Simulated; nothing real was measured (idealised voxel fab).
process module | voxel self aligned vias
cross-section cut | 235 nm wide | cells 5 nm
A cross-section is a grid of square cells, given in bands from the top down. A band is one or more rows of cells.
Each band's line starts with the height of the band's top and of its bottom, in nm. Then come its materials from left to right, each with its width in nm. One material with "throughout" fills the band from edge to edge. "air" is empty space.
Height 0 is the level under which the wafer as received is all one material. The lowest band goes on downwards, as in "0 down".
A width such as "30 to 40" changes by the same amount from each row of cells to the next, from the band's top row to its bottom row.
"no change" after a step means that no cell of the cross-section changed.
closed voids: empty space of 8 cells or more with no open way to the top, each as width x height at its distance from the left edge, in nm
after a step's settings: what the simulator itself notes on the step
overlay nm, on a step with a mask: how far to the right of its planned place the mask lay; to the left if negative
plan
1 op RECEIVE | material Si
2 op CONFORMAL_DEP | material SiO2 | thk nm 10
3 op CONFORMAL_DEP | material SiCN | thk nm 5
4 op DIRECTIONAL_DEP | material SiO2 | thk nm 30
5 op MASKED_ETCH | tone open | mask id LINES | width nm 25 | pitch nm 70 | etch materials SiO2 | depth nm 30 | overlay nm 0
6 op CONFORMAL_DEP | material TiN | thk nm 5
7 op FILL_DEP | material Ru | thk nm 5
8 op CMP | height nm 45
9 op SELECTIVE_ETCH | etch materials W Ru TiN | depth nm 10
10 op FILL_DEP | material SiN | thk nm 10
11 op CMP | height nm 45
12 op DIRECTIONAL_DEP | material SiO2 | thk nm 15
13 op DIRECTIONAL_DEP | material aC | thk nm 10
14 op PATTERN | tone open | mask id VIAS | material resist | width nm 45 | pitch nm 70 | thk nm 30 | overlay nm 0
15 op DIRECTIONAL_ETCH | etch materials aC | depth nm 10
16 op STRIP | etch materials resist
17 op DIRECTIONAL_ETCH | etch materials SiO2 | depth nm 15
18 op DIRECTIONAL_ETCH | etch materials SiN | depth nm 10
19 op STRIP | etch materials aC
20 op CONFORMAL_DEP | material TiN | thk nm 5
21 op FILL_DEP | material W | thk nm 10
22 op CMP | height nm 60
23 op CONFORMAL_DEP | material SiN | thk nm 5
first wafer, as planned
as received, after step 1
  0 down: Si throughout
  closed voids: none
after step 2
  10 to 0: SiO2 throughout
  below 0: unchanged
after step 3
  15 to 10: SiCN throughout
  below 10: unchanged
after step 4
  45 to 15: SiO2 throughout
  below 15: unchanged
after step 5
  45 to 15: SiO2 70 | air 25 | SiO2 45 | air 25 | SiO2 70
  below 15: unchanged
after step 6
  50 to 45: TiN 75 | air 15 | TiN 55 | air 15 | TiN 75
  45 to 20: SiO2 70 | TiN 5 | air 15 | TiN 5 | SiO2 45 | TiN 5 | air 15 | TiN 5 | SiO2 70
  20 to 15: SiO2 70 | TiN 25 | SiO2 45 | TiN 25 | SiO2 70
  below 15: unchanged
after step 7
  55 to 50: Ru throughout
  50 to 45: TiN 75 | Ru 15 | TiN 55 | Ru 15 | TiN 75
  45 to 20: SiO2 70 | TiN 5 | Ru 15 | TiN 5 | SiO2 45 | TiN 5 | Ru 15 | TiN 5 | SiO2 70
  below 20: unchanged
after step 8
  45 to 20: SiO2 70 | TiN 5 | Ru 15 | TiN 5 | SiO2 45 | TiN 5 | Ru 15 | TiN 5 | SiO2 70
  below 20: unchanged
after step 9
  45 to 35: SiO2 70 | air 25 | SiO2 45 | air 25 | SiO2 70
  below 35: unchanged
after step 10
  55 to 45: SiN throughout
  45 to 35: SiO2 70 | SiN 25 | SiO2 45 | SiN 25 | SiO2 70
  below 35: unchanged
after step 11
  45 to 35: SiO2 70 | SiN 25 | SiO2 45 | SiN 25 | SiO2 70
  below 35: unchanged
after step 12
  60 to 45: SiO2 throughout
  below 45: unchanged
after step 13
  70 to 60: aC throughout
  below 60: unchanged
after step 14
  100 to 70: resist 60 | air 45 | resist 25 | air 45 | resist 60
  below 70: unchanged
after step 15
  90 to 70: resist 60 | air 45 | resist 25 | air 45 | resist 60
  70 to 60: aC 60 | air 45 | aC 25 | air 45 | aC 60
  below 60: unchanged
after step 16
  70 to 60: aC 60 | air 45 | aC 25 | air 45 | aC 60
  below 60: unchanged
after step 17
  70 to 60: aC 60 | air 45 | aC 25 | air 45 | aC 60
  60 to 45: SiO2 60 | air 45 | SiO2 25 | air 45 | SiO2 60
  below 45: unchanged
after step 18
  70 to 60: aC 60 | air 45 | aC 25 | air 45 | aC 60
  60 to 45: SiO2 60 | air 45 | SiO2 25 | air 45 | SiO2 60
  45 to 35: SiO2 70 | air 25 | SiO2 45 | air 25 | SiO2 70
  below 35: unchanged
after step 19
  60 to 45: SiO2 60 | air 45 | SiO2 25 | air 45 | SiO2 60
  below 45: unchanged
after step 20
  65 to 60: TiN 65 | air 35 | TiN 35 | air 35 | TiN 65
  60 to 50: SiO2 60 | TiN 5 | air 35 | TiN 5 | SiO2 25 | TiN 5 | air 35 | TiN 5 | SiO2 60
  50 to 40: SiO2 60 to 70 | TiN 15 to 5 | air 15 | TiN 15 to 5 | SiO2 25 to 45 | TiN 15 to 5 | air 15 | TiN 15 to 5 | SiO2 60 to 70
  40 to 35: SiO2 70 | TiN 25 | SiO2 45 | TiN 25 | SiO2 70
  below 35: unchanged
after step 21
  75 to 65: W throughout
  65 to 60: TiN 65 | W 35 | TiN 35 | W 35 | TiN 65
  60 to 50: SiO2 60 | TiN 5 | W 35 | TiN 5 | SiO2 25 | TiN 5 | W 35 | TiN 5 | SiO2 60
  50 to 40: SiO2 60 to 70 | TiN 15 to 5 | W 15 | TiN 15 to 5 | SiO2 25 to 45 | TiN 15 to 5 | W 15 | TiN 15 to 5 | SiO2 60 to 70
  below 40: unchanged
after step 22
  60 to 50: SiO2 60 | TiN 5 | W 35 | TiN 5 | SiO2 25 | TiN 5 | W 35 | TiN 5 | SiO2 60
  below 50: unchanged
after step 23
  65 to 60: SiN throughout
  below 60: unchanged
second wafer: like start, like plan, one mistake. Through step 4 it matches the first wafer
when step 5 should have ended
  45 to 15: air 70 | SiO2 25 | air 45 | SiO2 25 | air 70
  below 15: unchanged
when step 6 should have ended
  50 to 45: air 65 | TiN 35 | air 35 | TiN 35 | air 65
  45 to 20: air 65 | TiN 5 | SiO2 25 | TiN 5 | air 35 | TiN 5 | SiO2 25 | TiN 5 | air 65
  20 to 15: TiN 70 | SiO2 25 | TiN 45 | SiO2 25 | TiN 70
  below 15: unchanged
when step 7 should have ended
  55 to 50: Ru throughout
  50 to 45: Ru 65 | TiN 35 | Ru 35 | TiN 35 | Ru 65
  45 to 20: Ru 65 | TiN 5 | SiO2 25 | TiN 5 | Ru 35 | TiN 5 | SiO2 25 | TiN 5 | Ru 65
  below 20: unchanged
when step 8 should have ended
  45 to 20: Ru 65 | TiN 5 | SiO2 25 | TiN 5 | Ru 35 | TiN 5 | SiO2 25 | TiN 5 | Ru 65
  below 20: unchanged
when step 9 should have ended
  45 to 35: air 70 | SiO2 25 | air 45 | SiO2 25 | air 70
  below 35: unchanged
when step 10 should have ended
  55 to 45: SiN throughout
  45 to 35: SiN 70 | SiO2 25 | SiN 45 | SiO2 25 | SiN 70
  below 35: unchanged
when step 11 should have ended
  45 to 35: SiN 70 | SiO2 25 | SiN 45 | SiO2 25 | SiN 70
  below 35: unchanged
when step 12 should have ended
  60 to 45: SiO2 throughout
  below 45: unchanged
when step 13 should have ended
  70 to 60: aC throughout
  below 60: unchanged
when step 14 should have ended
  100 to 70: resist 60 | air 45 | resist 25 | air 45 | resist 60
  below 70: unchanged
when step 15 should have ended
  90 to 70: resist 60 | air 45 | resist 25 | air 45 | resist 60
  70 to 60: aC 60 | air 45 | aC 25 | air 45 | aC 60
  below 60: unchanged
when step 16 should have ended
  70 to 60: aC 60 | air 45 | aC 25 | air 45 | aC 60
  below 60: unchanged
when step 17 should have ended
  70 to 60: aC 60 | air 45 | aC 25 | air 45 | aC 60
  60 to 45: SiO2 60 | air 45 | SiO2 25 | air 45 | SiO2 60
  below 45: unchanged
when step 18 should have ended
  70 to 60: aC 60 | air 45 | aC 25 | air 45 | aC 60
  60 to 45: SiO2 60 | air 45 | SiO2 25 | air 45 | SiO2 60
  45 to 35: SiN 60 | air 10 | SiO2 25 | air 10 | SiN 25 | air 10 | SiO2 25 | air 10 | SiN 60
  below 35: unchanged
when step 19 should have ended
  60 to 45: SiO2 60 | air 45 | SiO2 25 | air 45 | SiO2 60
  below 45: unchanged
when step 20 should have ended
  65 to 60: TiN 65 | air 35 | TiN 35 | air 35 | TiN 65
  60 to 50: SiO2 60 | TiN 5 | air 35 | TiN 5 | SiO2 25 | TiN 5 | air 35 | TiN 5 | SiO2 60
  50 to 45: SiO2 60 | TiN 45 | SiO2 25 | TiN 45 | SiO2 60
  45 to 35: SiN 60 | TiN 10 | SiO2 25 | TiN 10 | SiN 25 | TiN 10 | SiO2 25 | TiN 10 | SiN 60
  below 35: unchanged
when step 21 should have ended
  75 to 65: W throughout
  65 to 60: TiN 65 | W 35 | TiN 35 | W 35 | TiN 65
  60 to 50: SiO2 60 | TiN 5 | W 35 | TiN 5 | SiO2 25 | TiN 5 | W 35 | TiN 5 | SiO2 60
  below 50: unchanged
when step 22 should have ended
  60 to 50: SiO2 60 | TiN 5 | W 35 | TiN 5 | SiO2 25 | TiN 5 | W 35 | TiN 5 | SiO2 60
  below 50: unchanged
when step 23 should have ended
  65 to 60: SiN throughout
  below 60: unchanged
what went wrong: step 5 ran as: op MASKED_ETCH | tone cover | mask id LINES | width nm 25 | pitch nm 70 | etch materials SiO2 | depth nm 30 | overlay nm 0
at the end the second wafer has, in cells: 81 more of Ru | 58 more of SiN | 162 fewer of SiO2 | 35 more of TiN | 12 fewer of W
